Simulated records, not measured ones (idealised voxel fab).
Process module under the name voxel lift off
285 nm wide, 5 nm square cells: that's cross-section cut.
Each cross-section below is a grid of square cells, stated as bands in top-down order, with one or more rows of cells making up each band.
Basically the band line says how high the top is and how high the bottom is, in nm, and then what's in it from left to right, every material with its width in nm. Empty space shows up as "blank", and if a single material carries "throughout" it runs the full band edge to edge.
Height is counted from the level 0, under which the received wafer is composed throughout of one material. The lowest of the bands is not closed at the bottom but continues downward, in the notation "z 0 and below".
The notation "30..40" denotes a width that varies across the rows of cells in the band, beginning at the first number in the top row, finishing at the second number in the bottom row, and changing by an identical amount from each row to the next.
Take "nothing altered" at face value: in the step it is given for, the cross-section changed in none of its cells.
The entry titled "Listed closed voids" provides the empty spaces that have no open way to the top, restricted to those of 8 cells or more. Each is presented as width x height at distance, the distance being measured from the left edge, with all three in nm.
It should be noted that, on the line of a given step, the content following the step's settings is a remark produced by the simulator itself with respect to that step.
If you see "overlay nm" on a step's line and that step has a mask, it's telling you how far right of where it was planned the mask ended up; a negative number means it went left instead.
-- Process steps (planned)
| 1 | op RECEIVE | material Si |
| 2 | op CONFORMAL_DEP | material Al2O3 | thk nm 15 |
| 3 | op PATTERN | tone open | mask id LINES | material resist | width nm 25 | pitch nm 40 | thk nm 20 | overlay nm 0 |
| 4 | op DIRECTIONAL_DEP | material Ru | thk nm 5 |
| 5 | op STRIP | etch materials resist |
| 6 | op CONFORMAL_DEP | material SiO2 | thk nm 10 |
-- Wafer, first of two, run as planned
-- Cross-section of the wafer at receipt, which is the condition after step 1
- z 0 and below | Si throughout
- Listed closed voids: none
-- Wafer xsec, post step 2
- z 15 to 0 | Al2O3 throughout
- No changes below 0.
-- Wafer xsec, post step 3
- z 35 to 15 | 110 of resist / 25 of blank / 15 of resist / 25 of blank / 110 of resist
- No changes below 15.
-- Wafer xsec, post step 4
- z 40 to 35 | 110 of Ru / 25 of blank / 15 of Ru / 25 of blank / 110 of Ru
- z 35 to 20 | 110 of resist / 25 of blank / 15 of resist / 25 of blank / 110 of resist
- z 20 to 15 | 110 of resist / 25 of Ru / 15 of resist / 25 of Ru / 110 of resist
- No changes below 15.
-- Wafer xsec, post step 5
- z 20 to 15 | 110 of blank / 25 of Ru / 15 of blank / 25 of Ru / 110 of blank
- No changes below 15.
-- Wafer xsec, post step 6
- z 30 to 25 | 100 of blank / 85 of SiO2 / 100 of blank
- z 25 to 20 | SiO2 throughout
- z 20 to 15 | 110 of SiO2 / 25 of Ru / 15 of SiO2 / 25 of Ru / 110 of SiO2
- No changes below 15.
-- Second of two: same start, same plan, one run error; steps up to and including 2 match the first
-- Second wafer, cross-section, planned end of step 3
- z 35 to 15 | 115 of resist / 25 of blank / 15 of resist / 25 of blank / 105 of resist
- No changes below 15.
-- Second wafer, cross-section, planned end of step 4
- z 40 to 35 | 115 of Ru / 25 of blank / 15 of Ru / 25 of blank / 105 of Ru
- z 35 to 20 | 115 of resist / 25 of blank / 15 of resist / 25 of blank / 105 of resist
- z 20 to 15 | 115 of resist / 25 of Ru / 15 of resist / 25 of Ru / 105 of resist
- No changes below 15.
-- Second wafer, cross-section, planned end of step 5
- z 20 to 15 | 115 of blank / 25 of Ru / 15 of blank / 25 of Ru / 105 of blank
- No changes below 15.
-- Second wafer, cross-section, planned end of step 6
- z 30 to 25 | 105 of blank / 85 of SiO2 / 95 of blank
- z 25 to 20 | SiO2 throughout
- z 20 to 15 | 115 of SiO2 / 25 of Ru / 15 of SiO2 / 25 of Ru / 105 of SiO2
- No changes below 15.
Want to know what went wrong? step 3 was run on a setting that differed from the plan, and what really ran there is op PATTERN | tone open | mask id LINES | material resist | width nm 25 | pitch nm 40 | thk nm 20 | overlay nm 5
Comparing end states, the material composition by cell count is preserved from the first wafer to the second, while the locations of the cells are not.
